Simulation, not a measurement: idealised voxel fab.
You're looking at the process module voxel released beams.
Square cells of 5 nm make up the cross-section cut, whose width is 250 nm.
A cross-section is a grid of square cells, given in bands from the top down. A band is one or more rows of cells.
Read a band's entry like this: the first values are the height of its top and the height of its bottom in nm, and what follows is the sequence of materials from left to right, each with its width in nm. Note that "air" is empty space, and that a single material marked "all across" reaches across the band from edge to edge.
A quick word on heights: they are counted from 0, and under that level the wafer as it came to us is one material throughout. The lowest band is different from the rest in having no bottom; it simply continues downward, written as in "0 and below".
Width spec "30..40" -> top row of cells at first value, bottom row at second value, equal per-row change in between.
Where a step carries "no change occurred", the cross-section came out of it unchanged, cell for cell.
"Enclosed internal cavities": empty spaces of 8 cells or more with no open way to the top, each given as width x height at distance, distance from the left edge, all in nm.
The remark found on a step's line after its settings is issued by the simulator itself and pertains to that step.
The line of a step may include "overlay nm". On a step with a mask, this value is how far to the right of its planned place the mask lay. A negative value means the mask lay to the left.

STEPS PLANNED FOR THE PROCESS
- 1: RECEIVE (material Si)
- 2: CONFORMAL_DEP (material Al2O3; thk nm 5)
- 3: DIRECTIONAL_DEP (material SiO2; thk nm 20)
- 4: PATTERN (tone open; mask id ANCHOR; material resist; width nm 45; thk nm 15; overlay nm 0)
- 5: DIRECTIONAL_ETCH (etch materials SiO2; depth nm 20)
- 6: STRIP (etch materials resist)
- 7: CONFORMAL_DEP (material SiN; thk nm 15)
- 8: DIRECTIONAL_DEP (material aC; thk nm 10)
- 9: PATTERN (tone cover; mask id BEAM; material resist; width nm 105; thk nm 30; overlay nm 0)
- 10: DIRECTIONAL_ETCH (etch materials aC; depth nm 10)
- 11: STRIP (etch materials resist)
- 12: DIRECTIONAL_ETCH (etch materials SiN; depth nm 15)
- 13: STRIP (etch materials aC)
- 14: STRIP (etch materials SiO2)

SO, THE FIRST OF OUR TWO WAFERS, RUN JUST AS WE PLANNED IT

DELIVERED WAFER IN CROSS-SECTION: STATE AFTER STEP 1
- 0 and below  Si all across
- Enclosed internal cavities: none

STATE OF THE WAFER AFTER STEP 2, SHOWN IN CROSS-SECTION
- 5 down to 0  Al2O3 all across
- Below a height of 0, the structure has not been altered.

STATE OF THE WAFER AFTER STEP 3, SHOWN IN CROSS-SECTION
- 25 down to 5  SiO2 all across
- Below a height of 5, the structure has not been altered.

STATE OF THE WAFER AFTER STEP 4, SHOWN IN CROSS-SECTION
- 40 down to 25  resist (75); air (45); resist (130)
- Below a height of 25, the structure has not been altered.

STATE OF THE WAFER AFTER STEP 5, SHOWN IN CROSS-SECTION
- 40 down to 25  resist (75); air (45); resist (130)
- 25 down to 5  SiO2 (75); air (45); SiO2 (130)
- Below a height of 5, the structure has not been altered.

STATE OF THE WAFER AFTER STEP 6, SHOWN IN CROSS-SECTION
- 25 down to 5  SiO2 (75); air (45); SiO2 (130)
- Below a height of 5, the structure has not been altered.

STATE OF THE WAFER AFTER STEP 7, SHOWN IN CROSS-SECTION
- 40 down to 25  SiN (90); air (15); SiN (145)
- 25 down to 20  SiO2 (75); SiN (15); air (15); SiN (15); SiO2 (130)
- 20 down to 5  SiO2 (75); SiN (45); SiO2 (130)
- Below a height of 5, the structure has not been altered.

STATE OF THE WAFER AFTER STEP 8, SHOWN IN CROSS-SECTION
- 50 down to 40  aC (90); air (15); aC (145)
- 40 down to 30  SiN (90); air (15); SiN (145)
- 30 down to 25  SiN (90); aC (15); SiN (145)
- 25 down to 20  SiO2 (75); SiN (15); aC (15); SiN (15); SiO2 (130)
- Below a height of 20, the structure has not been altered.

STATE OF THE WAFER AFTER STEP 9, SHOWN IN CROSS-SECTION
- 80 down to 50  air (70); resist (105); air (75)
- 50 down to 40  aC (90); resist (15); aC (145)
- 40 down to 30  SiN (90); resist (15); SiN (145)
- Below a height of 30, the structure has not been altered.

STATE OF THE WAFER AFTER STEP 10, SHOWN IN CROSS-SECTION
- 70 down to 50  air (70); resist (105); air (75)
- 50 down to 40  air (70); aC (20); resist (15); aC (70); air (75)
- Below a height of 40, the structure has not been altered.

STATE OF THE WAFER AFTER STEP 11, SHOWN IN CROSS-SECTION
- 50 down to 40  air (70); aC (20); air (15); aC (70); air (75)
- 40 down to 30  SiN (90); air (15); SiN (145)
- Below a height of 30, the structure has not been altered.

STATE OF THE WAFER AFTER STEP 12, SHOWN IN CROSS-SECTION
- 50 down to 40  air (70); aC (20); air (15); aC (70); air (75)
- 40 down to 30  air (70); SiN (20); air (15); SiN (70); air (75)
- 30 down to 25  air (70); SiN (20); aC (15); SiN (70); air (75)
- Below a height of 25, the structure has not been altered.

STATE OF THE WAFER AFTER STEP 13, SHOWN IN CROSS-SECTION
- 40 down to 25  air (70); SiN (20); air (15); SiN (70); air (75)
- 25 down to 20  SiO2 (75); SiN (15); air (15); SiN (15); SiO2 (130)
- Below a height of 20, the structure has not been altered.

STATE OF THE WAFER AFTER STEP 14, SHOWN IN CROSS-SECTION
- 40 down to 25  air (70); SiN (20); air (15); SiN (70); air (75)
- 25 down to 20  air (75); SiN (15); air (15); SiN (15); air (130)
- 20 down to 5  air (75); SiN (45); air (130)
- Below a height of 5, the structure has not been altered.

WHAT FOLLOWS CONCERNS THE SECOND WAFER, WHICH STARTED OUT LIKE THE FIRST AND WAS MEANT TO FOLLOW THE VERY SAME PLAN; ONE MISTAKE CREPT IN WHEN IT WAS RUN, BUT EVERYTHING UP TO AND INCLUDING STEP 1 IS THE SAME AS FOR THE FIRST WAFER

PLANNED END OF STEP 2: SECOND WAFER, CROSS-SECTION
- 15 down to 0  Al2O3 all across
- Below a height of 0, the structure has not been altered.

PLANNED END OF STEP 3: SECOND WAFER, CROSS-SECTION
- 35 down to 15  SiO2 all across
- Below a height of 15, the structure has not been altered.

PLANNED END OF STEP 4: SECOND WAFER, CROSS-SECTION
- 50 down to 35  resist (75); air (45); resist (130)
- Below a height of 35, the structure has not been altered.

PLANNED END OF STEP 5: SECOND WAFER, CROSS-SECTION
- 50 down to 35  resist (75); air (45); resist (130)
- 35 down to 15  SiO2 (75); air (45); SiO2 (130)
- Below a height of 15, the structure has not been altered.

PLANNED END OF STEP 6: SECOND WAFER, CROSS-SECTION
- 35 down to 15  SiO2 (75); air (45); SiO2 (130)
- Below a height of 15, the structure has not been altered.

PLANNED END OF STEP 7: SECOND WAFER, CROSS-SECTION
- 50 down to 35  SiN (90); air (15); SiN (145)
- 35 down to 30  SiO2 (75); SiN (15); air (15); SiN (15); SiO2 (130)
- 30 down to 15  SiO2 (75); SiN (45); SiO2 (130)
- Below a height of 15, the structure has not been altered.

PLANNED END OF STEP 8: SECOND WAFER, CROSS-SECTION
- 60 down to 50  aC (90); air (15); aC (145)
- 50 down to 40  SiN (90); air (15); SiN (145)
- 40 down to 35  SiN (90); aC (15); SiN (145)
- 35 down to 30  SiO2 (75); SiN (15); aC (15); SiN (15); SiO2 (130)
- Below a height of 30, the structure has not been altered.

PLANNED END OF STEP 9: SECOND WAFER, CROSS-SECTION
- 90 down to 60  air (70); resist (105); air (75)
- 60 down to 50  aC (90); resist (15); aC (145)
- 50 down to 40  SiN (90); resist (15); SiN (145)
- Below a height of 40, the structure has not been altered.

PLANNED END OF STEP 10: SECOND WAFER, CROSS-SECTION
- 80 down to 60  air (70); resist (105); air (75)
- 60 down to 50  air (70); aC (20); resist (15); aC (70); air (75)
- Below a height of 50, the structure has not been altered.

PLANNED END OF STEP 11: SECOND WAFER, CROSS-SECTION
- 60 down to 50  air (70); aC (20); air (15); aC (70); air (75)
- 50 down to 40  SiN (90); air (15); SiN (145)
- Below a height of 40, the structure has not been altered.

PLANNED END OF STEP 12: SECOND WAFER, CROSS-SECTION
- 60 down to 50  air (70); aC (20); air (15); aC (70); air (75)
- 50 down to 40  air (70); SiN (20); air (15); SiN (70); air (75)
- 40 down to 35  air (70); SiN (20); aC (15); SiN (70); air (75)
- Below a height of 35, the structure has not been altered.

PLANNED END OF STEP 13: SECOND WAFER, CROSS-SECTION
- 50 down to 35  air (70); SiN (20); air (15); SiN (70); air (75)
- 35 down to 30  SiO2 (75); SiN (15); air (15); SiN (15); SiO2 (130)
- Below a height of 30, the structure has not been altered.

PLANNED END OF STEP 14: SECOND WAFER, CROSS-SECTION
- 50 down to 35  air (70); SiN (20); air (15); SiN (70); air (75)
- 35 down to 30  air (75); SiN (15); air (15); SiN (15); air (130)
- 30 down to 15  air (75); SiN (45); air (130)
- Below a height of 15, the structure has not been altered.
In executing the process, a mistake was made relative to the plan: in deviation from the planned setting, step 2 was conducted as CONFORMAL_DEP (material Al2O3; thk nm 15)
Count the cells at the end and the second wafer has more or fewer of some materials than the first: 100 more of Al2O3
